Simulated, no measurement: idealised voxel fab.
process module | voxel transistor to metal
cross-section cut | 175 nm wide | cells 5 nm
A cross-section is a grid of square cells, given in bands from the top down. A band is one or more rows of cells.
Each band's line starts with the height of the band's top and of its bottom, in nm. Then come its materials from left to right, each with its width in nm. One material with "throughout" fills the band from edge to edge. "air" is empty space.
Height 0 is the level under which the wafer as received is all one material. The lowest band goes on downwards, as in "0 down".
A width such as "30 to 40" changes by the same amount from each row of cells to the next, from the band's top row to its bottom row.
"no change" after a step means that no cell of the cross-section changed.
closed voids: empty space of 8 cells or more with no open way to the top, each as width x height at its distance from the left edge, in nm
after a step's settings: what the simulator itself notes on the step
overlay nm, on a step with a mask: how far to the right of its planned place the mask lay; to the left if negative
Each pair below shows a cross-section before one step and the cross-section after it, down to the lowest band that changed. The line under each pair gives the step between them, with its settings. The pairs can come from different runs of this module on the same starting wafer, so a pair continues from the pair above only where its "before" says so.
before
  85 to 60: W throughout
  60 to 55: TiN throughout
  55 to 45: SiO2 40 | TiN 5 | W 20 to 10 | TiN 5 to 15 | SiO2 30 | TiN 5 to 15 | W 20 to 10 | TiN 5 | SiO2 45
  45 to 40: SiO2 40 | TiN 5 | W 10 | TiN 5 | SiN 10 | SiO2 30 | SiN 10 | TiN 5 | W 10 | TiN 5 | SiO2 45
  40 to 30: SiO2 40 | TiN 5 | W 10 | TiN 5 | SiN 10 | SiO2 5 | SiCN 20 | SiO2 5 | SiN 10 | TiN 5 | W 10 | TiN 5 | SiO2 45
  30 to 15: SiO2 40 | TiN 5 | W 10 | TiN 5 | SiN 10 | SiO2 5 | polySi 20 | SiO2 5 | SiN 10 | TiN 5 | W 10 | TiN 5 | SiO2 45
  15 to 10: SiO2 40 | TiN 20 | SiN 10 | SiO2 5 | polySi 20 | SiO2 5 | SiN 10 | TiN 20 | SiO2 45
  10 to 5: SiO2 60 | SiN 10 | SiO2 5 | polySi 20 | SiO2 5 | SiN 10 | SiO2 65
  5 to 0: SiO2 30 | SiN 10 | SiO2 20 | SiN 10 | SiO2 5 | polySi 20 | SiO2 5 | SiN 10 | SiO2 20 | SiN 10 | SiO2 35
  0 to -5: SiO2 throughout
  -5 to -40: SiO2 35 | Si 100 | SiO2 40
  -40 down: Si throughout
  closed voids: none
after
  100 to 85: air 40 | resist 20 | air 50 | resist 20 | air 45
  below 85: unchanged
  closed voids: none
the step between: op PATTERN | tone cover | mask id METAL_1 | material resist | width nm 20 | pitch nm 70 | thk nm 15 | overlay nm 0
before: the cross-section after the pair above
after
  100 to 85: air 40 | resist 20 | air 50 | resist 20 | air 45
  85 to 60: air 40 | W 20 | air 50 | W 20 | air 45
  below 60: unchanged
  closed voids: none
the step between: op DIRECTIONAL_ETCH | etch materials W | depth nm 25
before: the cross-section after the pair above
after
  100 to 85: air 40 | resist 20 | air 50 | resist 20 | air 45
  85 to 60: air 40 | W 20 | air 50 | W 20 | air 45
  60 to 55: air 40 | TiN 20 | air 50 | TiN 20 | air 45
  below 55: unchanged
  closed voids: none
the step between: op DIRECTIONAL_ETCH | etch materials TiN | depth nm 5
before: the cross-section after the pair above
after
  85 to 60: air 40 | W 20 | air 50 | W 20 | air 45
  below 60: unchanged
  closed voids: none
the step between: op STRIP | etch materials resist
before: the cross-section after the pair above
after
  90 to 85: air 35 | SiN 30 | air 40 | SiN 30 | air 40
  85 to 60: air 35 | SiN 5 | W 20 | SiN 5 | air 40 | SiN 5 | W 20 | SiN 5 | air 40
  60 to 55: SiN 40 | TiN 20 | SiN 50 | TiN 20 | SiN 45
  below 55: unchanged
  closed voids: none
the step between: op CONFORMAL_DEP | material SiN | thk nm 5
before: the cross-section after the pair above
after
  95 to 90: lowk throughout
  90 to 85: lowk 35 | SiN 30 | lowk 40 | SiN 30 | lowk 40
  85 to 60: lowk 35 | SiN 5 | W 20 | SiN 5 | lowk 40 | SiN 5 | W 20 | SiN 5 | lowk 40
  below 60: unchanged
  closed voids: none
the step between: op FILL_DEP | material lowk | thk nm 5
before: the cross-section after the pair above
after
  85 to 60: lowk 35 | SiN 5 | W 20 | SiN 5 | lowk 40 | SiN 5 | W 20 | SiN 5 | lowk 40
  below 60: unchanged
  closed voids: none
the step between: op CMP | height nm 85
before: the cross-section after the pair above
after
  90 to 85: SiCN throughout
  below 85: unchanged
  closed voids: none
the step between: op CONFORMAL_DEP | material SiCN | thk nm 5
before: the cross-section after the pair above
after
  125 to 90: lowk throughout
  below 90: unchanged
  closed voids: none
the step between: op DIRECTIONAL_DEP | material lowk | thk nm 35
before: the cross-section after the pair above
after
  125 to 105: lowk 40 | air 20 | lowk 50 | air 20 | lowk 45
  below 105: unchanged
  closed voids: none
the step between: op MASKED_ETCH | tone open | mask id METAL_2 | width nm 20 | pitch nm 70 | etch materials lowk | depth nm 20 | overlay nm 0
before: the cross-section after the pair above
after
  140 to 125: aC 40 | air 20 | aC 50 | air 20 | aC 45
  125 to 120: lowk 40 | air 20 | lowk 50 | air 20 | lowk 45
  120 to 105: lowk 40 | aC 20 | lowk 50 | aC 20 | lowk 45
  below 105: unchanged
  closed voids: none
the step between: op DIRECTIONAL_DEP | material aC | thk nm 15
before: the cross-section after the pair above
after
  175 to 140: resist 40 | air 15 | resist 55 | air 15 | resist 50
  140 to 125: aC 40 | air 15 | resist 5 | aC 50 | air 15 | resist 5 | aC 45
  125 to 120: lowk 40 | air 15 | resist 5 | lowk 50 | air 15 | resist 5 | lowk 45
  below 120: unchanged
  closed voids: none
the step between: op PATTERN | tone open | mask id METAL_2_HOLES | material resist | width nm 15 | pitch nm 70 | thk nm 35 | overlay nm 0
before: the cross-section after the pair above
after
  160 to 140: resist 40 | air 15 | resist 55 | air 15 | resist 50
  140 to 125: aC 40 | air 15 | resist 5 | aC 50 | air 15 | resist 5 | aC 45
  125 to 120: lowk 40 | air 15 | resist 5 | lowk 50 | air 15 | resist 5 | lowk 45
  120 to 105: lowk 40 | air 15 | aC 5 | lowk 50 | air 15 | aC 5 | lowk 45
  below 105: unchanged
  closed voids: none
the step between: op DIRECTIONAL_ETCH | etch materials aC | depth nm 15
before: the cross-section after the pair above
after
  140 to 125: aC 40 | air 20 | aC 50 | air 20 | aC 45
  125 to 120: lowk 40 | air 20 | lowk 50 | air 20 | lowk 45
  below 120: unchanged
  closed voids: none
the step between: op STRIP | etch materials resist
before: the cross-section after the pair above
after
  140 to 125: aC 40 | air 20 | aC 50 | air 20 | aC 45
  125 to 120: lowk 40 | air 20 | lowk 50 | air 20 | lowk 45
  120 to 105: lowk 40 | air 15 | aC 5 | lowk 50 | air 15 | aC 5 | lowk 45
  105 to 90: lowk 40 | air 15 | lowk 55 | air 15 | lowk 50
  below 90: unchanged
  closed voids: none
the step between: op DIRECTIONAL_ETCH | etch materials lowk | depth nm 15
before: the cross-section after the pair above
after
  140 to 125: aC 40 | air 20 | aC 50 | air 20 | aC 45
  125 to 120: lowk 40 | air 20 | lowk 50 | air 20 | lowk 45
  120 to 105: lowk 40 | air 15 | aC 5 | lowk 50 | air 15 | aC 5 | lowk 45
  105 to 90: lowk 40 | air 15 | lowk 55 | air 15 | lowk 50
  90 to 85: SiCN 40 | air 15 | SiCN 55 | air 15 | SiCN 50
  below 85: unchanged
  closed voids: none
the step between: op DIRECTIONAL_ETCH | etch materials SiCN | depth nm 5
before: the cross-section after the pair above
after
  125 to 105: lowk 40 | air 20 | lowk 50 | air 20 | lowk 45
  below 105: unchanged
  closed voids: none
the step between: op STRIP | etch materials aC
before: the cross-section after the pair above
after
  130 to 125: TiN 45 | air 10 | TiN 60 | air 10 | TiN 50
  125 to 110: lowk 40 | TiN 5 | air 10 | TiN 5 | lowk 50 | TiN 5 | air 10 | TiN 5 | lowk 45
  110 to 105: lowk 40 | TiN 5 | air 5 | TiN 10 | lowk 50 | TiN 5 | air 5 | TiN 10 | lowk 45
  105 to 90: lowk 40 | TiN 5 | air 5 | TiN 5 | lowk 55 | TiN 5 | air 5 | TiN 5 | lowk 50
  90 to 85: SiCN 40 | TiN 15 | SiCN 55 | TiN 15 | SiCN 50
  below 85: unchanged
  closed voids: none
the step between: op CONFORMAL_DEP | material TiN | thk nm 5
before: the cross-section after the pair above
after
  135 to 130: Ru throughout
  130 to 125: TiN 45 | Ru 10 | TiN 60 | Ru 10 | TiN 50
  125 to 110: lowk 40 | TiN 5 | Ru 10 | TiN 5 | lowk 50 | TiN 5 | Ru 10 | TiN 5 | lowk 45
  110 to 105: lowk 40 | TiN 5 | Ru 5 | TiN 10 | lowk 50 | TiN 5 | Ru 5 | TiN 10 | lowk 45
  105 to 90: lowk 40 | TiN 5 | Ru 5 | TiN 5 | lowk 55 | TiN 5 | Ru 5 | TiN 5 | lowk 50
  below 90: unchanged
  closed voids: none
the step between: op FILL_DEP | material Ru | thk nm 5
before: the cross-section after the pair above
after
  125 to 110: lowk 40 | TiN 5 | Ru 10 | TiN 5 | lowk 50 | TiN 5 | Ru 10 | TiN 5 | lowk 45
  below 110: unchanged
  closed voids: none
the step between: op CMP | height nm 125
before: the cross-section after the pair above
after
  130 to 125: SiN throughout
  below 125: unchanged
  closed voids: none
the step between: op CONFORMAL_DEP | material SiN | thk nm 5
before
  70 to 55: aC throughout
  55 to 45: SiO2 throughout
  45 to 30: SiO2 60 | SiN 10 | SiO2 5 | SiCN 20 | SiO2 5 | SiN 10 | SiO2 65
  30 to 10: SiO2 60 | SiN 10 | SiO2 5 | polySi 20 | SiO2 5 | SiN 10 | SiO2 65
  10 to 5: SiO2 35 | SiGe 25 | SiN 10 | SiO2 5 | polySi 20 | SiO2 5 | SiN 10 | SiGe 25 | SiO2 40
  5 to 0: SiO2 30 | SiN 10 | SiGe 20 | SiN 10 | SiO2 5 | polySi 20 | SiO2 5 | SiN 10 | SiGe 20 | SiN 10 | SiO2 35
  0 to -5: SiO2 40 | SiGe 20 | SiO2 50 | SiGe 20 | SiO2 45
  -5 to -20: SiO2 35 | Si 5 | SiGe 20 | Si 50 | SiGe 20 | Si 5 | SiO2 40
  -20 to -40: SiO2 35 | Si 100 | SiO2 40
  -40 down: Si throughout
  closed voids: none
after
  105 to 70: air 40 | resist 30 | air 30 | resist 30 | air 45
  below 70: unchanged
  closed voids: none
the step between: op PATTERN | tone cover | mask id CONTACT | material resist | width nm 30 | pitch nm 60 | thk nm 35 | overlay nm 0
before: the cross-section after the pair above
after
  90 to 70: air 40 | resist 30 | air 30 | resist 30 | air 45
  70 to 55: air 40 | aC 30 | air 30 | aC 30 | air 45
  below 55: unchanged
  closed voids: none
the step between: op DIRECTIONAL_ETCH | etch materials aC | depth nm 15
before: the cross-section after the pair above
after
  70 to 55: air 40 | aC 30 | air 30 | aC 30 | air 45
  below 55: unchanged
  closed voids: none
the step between: op STRIP | etch materials resist
before: the cross-section after the pair above
after
  70 to 55: air 40 | aC 30 | air 30 | aC 30 | air 45
  55 to 45: air 40 | SiO2 30 | air 30 | SiO2 30 | air 45
  45 to 30: air 40 | SiO2 20 | SiN 10 | air 5 | SiCN 20 | air 5 | SiN 10 | SiO2 20 | air 45
  30 to 10: air 40 | SiO2 20 | SiN 10 | air 5 | polySi 20 | air 5 | SiN 10 | SiO2 20 | air 45
  below 10: unchanged
  closed voids: none
the step between: op DIRECTIONAL_ETCH | etch materials SiO2 | depth nm 45
before: the cross-section after the pair above
after
  55 to 45: air 40 | SiO2 30 | air 30 | SiO2 30 | air 45
  below 45: unchanged
  closed voids: none
the step between: op STRIP | etch materials aC
before: the cross-section after the pair above
after
  60 to 55: air 35 | TiN 40 | air 20 | TiN 40 | air 40
  55 to 50: air 35 | TiN 5 | SiO2 30 | TiN 5 | air 20 | TiN 5 | SiO2 30 | TiN 5 | air 40
  50 to 45: air 35 | TiN 5 | SiO2 30 | TiN 30 | SiO2 30 | TiN 5 | air 40
  45 to 30: air 35 | TiN 5 | SiO2 20 | SiN 10 | TiN 5 | SiCN 20 | TiN 5 | SiN 10 | SiO2 20 | TiN 5 | air 40
  30 to 15: air 35 | TiN 5 | SiO2 20 | SiN 10 | TiN 5 | polySi 20 | TiN 5 | SiN 10 | SiO2 20 | TiN 5 | air 40
  15 to 10: TiN 40 | SiO2 20 | SiN 10 | TiN 5 | polySi 20 | TiN 5 | SiN 10 | SiO2 20 | TiN 45
  below 10: unchanged
  closed voids: none
the step between: op CONFORMAL_DEP | material TiN | thk nm 5
before: the cross-section after the pair above
after
  65 to 60: W throughout
  60 to 55: W 35 | TiN 40 | W 20 | TiN 40 | W 40
  55 to 50: W 35 | TiN 5 | SiO2 30 | TiN 5 | W 20 | TiN 5 | SiO2 30 | TiN 5 | W 40
  50 to 45: W 35 | TiN 5 | SiO2 30 | TiN 30 | SiO2 30 | TiN 5 | W 40
  45 to 30: W 35 | TiN 5 | SiO2 20 | SiN 10 | TiN 5 | SiCN 20 | TiN 5 | SiN 10 | SiO2 20 | TiN 5 | W 40
  30 to 15: W 35 | TiN 5 | SiO2 20 | SiN 10 | TiN 5 | polySi 20 | TiN 5 | SiN 10 | SiO2 20 | TiN 5 | W 40
  below 15: unchanged
  closed voids: none
the step between: op FILL_DEP | material W | thk nm 5
before: the cross-section after the pair above
after
  55 to 50: W 35 | TiN 5 | SiO2 30 | TiN 5 | W 20 | TiN 5 | SiO2 30 | TiN 5 | W 40
  below 50: unchanged
  closed voids: none
the step between: op CMP | height nm 55
before: the cross-section after the pair above
after
  60 to 55: TiN throughout
  below 55: unchanged
  closed voids: none
the step between: op DIRECTIONAL_DEP | material TiN | thk nm 5
before: the cross-section after the pair above
after
  85 to 60: W throughout
  below 60: unchanged
  closed voids: none
the step between: op DIRECTIONAL_DEP | material W | thk nm 25
before: the cross-section after the pair above
after
  100 to 85: air 40 | resist 20 | air 50 | resist 20 | air 45
  below 85: unchanged
  closed voids: none
the step between: op PATTERN | tone cover | mask id METAL_1 | material resist | width nm 20 | pitch nm 70 | thk nm 15 | overlay nm 0
before: the cross-section after the pair above
after
  100 to 85: air 40 | resist 20 | air 50 | resist 20 | air 45
  85 to 60: air 40 | W 20 | air 50 | W 20 | air 45
  below 60: unchanged
  closed voids: none
the step between: op DIRECTIONAL_ETCH | etch materials W | depth nm 25
before: the cross-section after the pair above
after
  100 to 85: air 40 | resist 20 | air 50 | resist 20 | air 45
  85 to 60: air 40 | W 20 | air 50 | W 20 | air 45
  60 to 55: air 40 | TiN 20 | air 50 | TiN 20 | air 45
  below 55: unchanged
  closed voids: none
the step between: op DIRECTIONAL_ETCH | etch materials TiN | depth nm 5
before: the cross-section after the pair above
after
  85 to 60: air 40 | W 20 | air 50 | W 20 | air 45
  below 60: unchanged
  closed voids: none
the step between: op STRIP | etch materials resist
before: the cross-section after the pair above
after
  90 to 85: air 35 | SiN 30 | air 40 | SiN 30 | air 40
  85 to 60: air 35 | SiN 5 | W 20 | SiN 5 | air 40 | SiN 5 | W 20 | SiN 5 | air 40
  60 to 55: SiN 40 | TiN 20 | SiN 50 | TiN 20 | SiN 45
  below 55: unchanged
  closed voids: none
the step between: op CONFORMAL_DEP | material SiN | thk nm 5
before: the cross-section after the pair above
after
  95 to 90: lowk throughout
  90 to 85: lowk 35 | SiN 30 | lowk 40 | SiN 30 | lowk 40
  85 to 60: lowk 35 | SiN 5 | W 20 | SiN 5 | lowk 40 | SiN 5 | W 20 | SiN 5 | lowk 40
  below 60: unchanged
  closed voids: none
the step between: op FILL_DEP | material lowk | thk nm 5
before: the cross-section after the pair above
after
  85 to 60: lowk 35 | SiN 5 | W 20 | SiN 5 | lowk 40 | SiN 5 | W 20 | SiN 5 | lowk 40
  below 60: unchanged
  closed voids: none
the step between: op CMP | height nm 85
before: the cross-section after the pair above
after
  90 to 85: SiCN throughout
  below 85: unchanged
  closed voids: none
the step between: op CONFORMAL_DEP | material SiCN | thk nm 5
before: the cross-section after the pair above
after
  125 to 90: lowk throughout
  below 90: unchanged
  closed voids: none
the step between: op DIRECTIONAL_DEP | material lowk | thk nm 35
before: the cross-section after the pair above
after
  125 to 105: lowk 40 | air 20 | lowk 50 | air 20 | lowk 45
  below 105: unchanged
  closed voids: none
the step between: op MASKED_ETCH | tone open | mask id METAL_2 | width nm 20 | pitch nm 70 | etch materials lowk | depth nm 20 | overlay nm 0
before: the cross-section after the pair above
after
  140 to 125: aC 40 | air 20 | aC 50 | air 20 | aC 45
  125 to 120: lowk 40 | air 20 | lowk 50 | air 20 | lowk 45
  120 to 105: lowk 40 | aC 20 | lowk 50 | aC 20 | lowk 45
  below 105: unchanged
  closed voids: none
the step between: op DIRECTIONAL_DEP | material aC | thk nm 15
before: the cross-section after the pair above
after
  175 to 140: resist 40 | air 15 | resist 55 | air 15 | resist 50
  140 to 125: aC 40 | air 15 | resist 5 | aC 50 | air 15 | resist 5 | aC 45
  125 to 120: lowk 40 | air 15 | resist 5 | lowk 50 | air 15 | resist 5 | lowk 45
  below 120: unchanged
  closed voids: none
the step between: op PATTERN | tone open | mask id METAL_2_HOLES | material resist | width nm 15 | pitch nm 70 | thk nm 35 | overlay nm 0
before: the cross-section after the pair above
after
  160 to 140: resist 40 | air 15 | resist 55 | air 15 | resist 50
  140 to 125: aC 40 | air 15 | resist 5 | aC 50 | air 15 | resist 5 | aC 45
  125 to 120: lowk 40 | air 15 | resist 5 | lowk 50 | air 15 | resist 5 | lowk 45
  120 to 105: lowk 40 | air 15 | aC 5 | lowk 50 | air 15 | aC 5 | lowk 45
  below 105: unchanged
  closed voids: none
the step between: op DIRECTIONAL_ETCH | etch materials aC | depth nm 15
before: the cross-section after the pair above
after
  140 to 125: aC 40 | air 20 | aC 50 | air 20 | aC 45
  125 to 120: lowk 40 | air 20 | lowk 50 | air 20 | lowk 45
  below 120: unchanged
  closed voids: none
the step between: op STRIP | etch materials resist
before: the cross-section after the pair above
after
  140 to 125: aC 40 | air 20 | aC 50 | air 20 | aC 45
  125 to 120: lowk 40 | air 20 | lowk 50 | air 20 | lowk 45
  120 to 105: lowk 40 | air 15 | aC 5 | lowk 50 | air 15 | aC 5 | lowk 45
  105 to 90: lowk 40 | air 15 | lowk 55 | air 15 | lowk 50
  below 90: unchanged
  closed voids: none
the step between: op DIRECTIONAL_ETCH | etch materials lowk | depth nm 15
before: the cross-section after the pair above
after
  140 to 125: aC 40 | air 20 | aC 50 | air 20 | aC 45
  125 to 120: lowk 40 | air 20 | lowk 50 | air 20 | lowk 45
  120 to 105: lowk 40 | air 15 | aC 5 | lowk 50 | air 15 | aC 5 | lowk 45
  105 to 90: lowk 40 | air 15 | lowk 55 | air 15 | lowk 50
  90 to 85: SiCN 40 | air 15 | SiCN 55 | air 15 | SiCN 50
  below 85: unchanged
  closed voids: none
the step between: op DIRECTIONAL_ETCH | etch materials SiCN | depth nm 5
before: the cross-section after the pair above
after
  125 to 105: lowk 40 | air 20 | lowk 50 | air 20 | lowk 45
  below 105: unchanged
  closed voids: none
the step between: op STRIP | etch materials aC
before: the cross-section after the pair above
after
  130 to 125: TiN 45 | air 10 | TiN 60 | air 10 | TiN 50
  125 to 110: lowk 40 | TiN 5 | air 10 | TiN 5 | lowk 50 | TiN 5 | air 10 | TiN 5 | lowk 45
  110 to 105: lowk 40 | TiN 5 | air 5 | TiN 10 | lowk 50 | TiN 5 | air 5 | TiN 10 | lowk 45
  105 to 90: lowk 40 | TiN 5 | air 5 | TiN 5 | lowk 55 | TiN 5 | air 5 | TiN 5 | lowk 50
  90 to 85: SiCN 40 | TiN 15 | SiCN 55 | TiN 15 | SiCN 50
  below 85: unchanged
  closed voids: none
the step between: op CONFORMAL_DEP | material TiN | thk nm 5
before: the cross-section after the pair above
after
  135 to 130: Ru throughout
  130 to 125: TiN 45 | Ru 10 | TiN 60 | Ru 10 | TiN 50
  125 to 110: lowk 40 | TiN 5 | Ru 10 | TiN 5 | lowk 50 | TiN 5 | Ru 10 | TiN 5 | lowk 45
  110 to 105: lowk 40 | TiN 5 | Ru 5 | TiN 10 | lowk 50 | TiN 5 | Ru 5 | TiN 10 | lowk 45
  105 to 90: lowk 40 | TiN 5 | Ru 5 | TiN 5 | lowk 55 | TiN 5 | Ru 5 | TiN 5 | lowk 50
  below 90: unchanged
  closed voids: none
the step between: op FILL_DEP | material Ru | thk nm 5
before: the cross-section after the pair above
after
  125 to 110: lowk 40 | TiN 5 | Ru 10 | TiN 5 | lowk 50 | TiN 5 | Ru 10 | TiN 5 | lowk 45
  below 110: unchanged
  closed voids: none
the step between: op CMP | height nm 125
before: the cross-section after the pair above
after
  130 to 125: SiN throughout
  below 125: unchanged
  closed voids: none
the step between: op CONFORMAL_DEP | material SiN | thk nm 5
